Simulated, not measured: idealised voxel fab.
Documented hereafter: the process module known as voxel spacer lines.
Square cells of 5 nm make up the cross-section cut, whose width is 175 nm.
Notation: cross-section as square-cell grid; stated in bands, top first, going down; one or more cell rows per band. In this notation a band is specified by the heights of its top and bottom, in that order and in nm, after which its materials appear from left to right, each paired with its width in nm. The word "all across" attached to a single material means that material fills the band from edge to edge; the word "blank" stands for empty space. Ref level 0: as-received wafer is one material below here. Bottom band extends down with no lower bound ("0 nm and below"). Read "30..40" as a graded width: first number on top, second number at the bottom, same change between each pair of neighbouring rows. When a step is marked "everything unchanged", none of the cells in the cross-section changed during that step. "Closed cavities" means: voids of 8 cells or more that are shut off from the top with no open way through. Written width x height at distance, distance from the left edge, in nm. Post-settings text on a step line: simulator's own remark regarding the step. The line of a step may include "overlay nm". On a step with a mask, this value is how far to the right of its planned place the mask lay. A negative value means the mask lay to the left.

Below is the list of planned process steps:
step 1: op RECEIVE | material Si
step 2: op CONFORMAL_DEP | material Al2O3 | thk nm 5
step 3: op DIRECTIONAL_DEP | material TiN | thk nm 20
step 4: op DIRECTIONAL_DEP | material aC | thk nm 30
step 5: op PATTERN | tone cover | mask id MANDREL | material resist | width nm 15 | pitch nm 60 | thk nm 40 | overlay nm 0
step 6: op DIRECTIONAL_ETCH | etch materials aC | depth nm 30
step 7: op STRIP | etch materials resist
step 8: op CONFORMAL_DEP | material SiO2 | thk nm 10
step 9: op DIRECTIONAL_ETCH | etch materials SiO2 | depth nm 10
step 10: op STRIP | etch materials aC
step 11: op DIRECTIONAL_ETCH | etch materials TiN | depth nm 20
step 12: op STRIP | etch materials SiO2
Heads up: all these wafers start the same, and what changes between them is the width nm in step 5. The value you see in the plan is just what the first wafer got.

Cross-section, first of several wafers, as delivered after step 1:
    0 nm and below = Si all across
    Closed cavities: none

First wafer of several, cross-section, module end, after step 12 (last):
    25 nm to 5 nm = 10 nm blank, then 10 nm TiN, then 15 nm blank, then 10 nm TiN, then 25 nm blank, then 10 nm TiN, then 15 nm blank, then 10 nm TiN, then 25 nm blank, then 10 nm TiN, then 15 nm blank, then 10 nm TiN, then 10 nm blank
    5 nm to 0 nm = Al2O3 all across
    0 nm and below = Si all across
    Closed cavities: none

Cross-section of the last wafer at end of module:
    25 nm to 5 nm = 5 nm blank, then 10 nm TiN, then 25 nm blank, then 10 nm TiN, then 15 nm blank, then 10 nm TiN, then 25 nm blank, then 10 nm TiN, then 15 nm blank, then 10 nm TiN, then 25 nm blank, then 10 nm TiN, then 5 nm blank
    5 nm to 0 nm = Al2O3 all across
    0 nm and below = Si all across
    Closed cavities: none

Per wafer, end of module: cells gained (+) or lost (-) per material since receipt, then closed voids:
width nm 15; +35 Al2O3; +48 TiN; Closed cavities: none
width nm 20; +35 Al2O3; +48 TiN; Closed cavities: none
width nm 25; +35 Al2O3; +48 TiN; Closed cavities: none
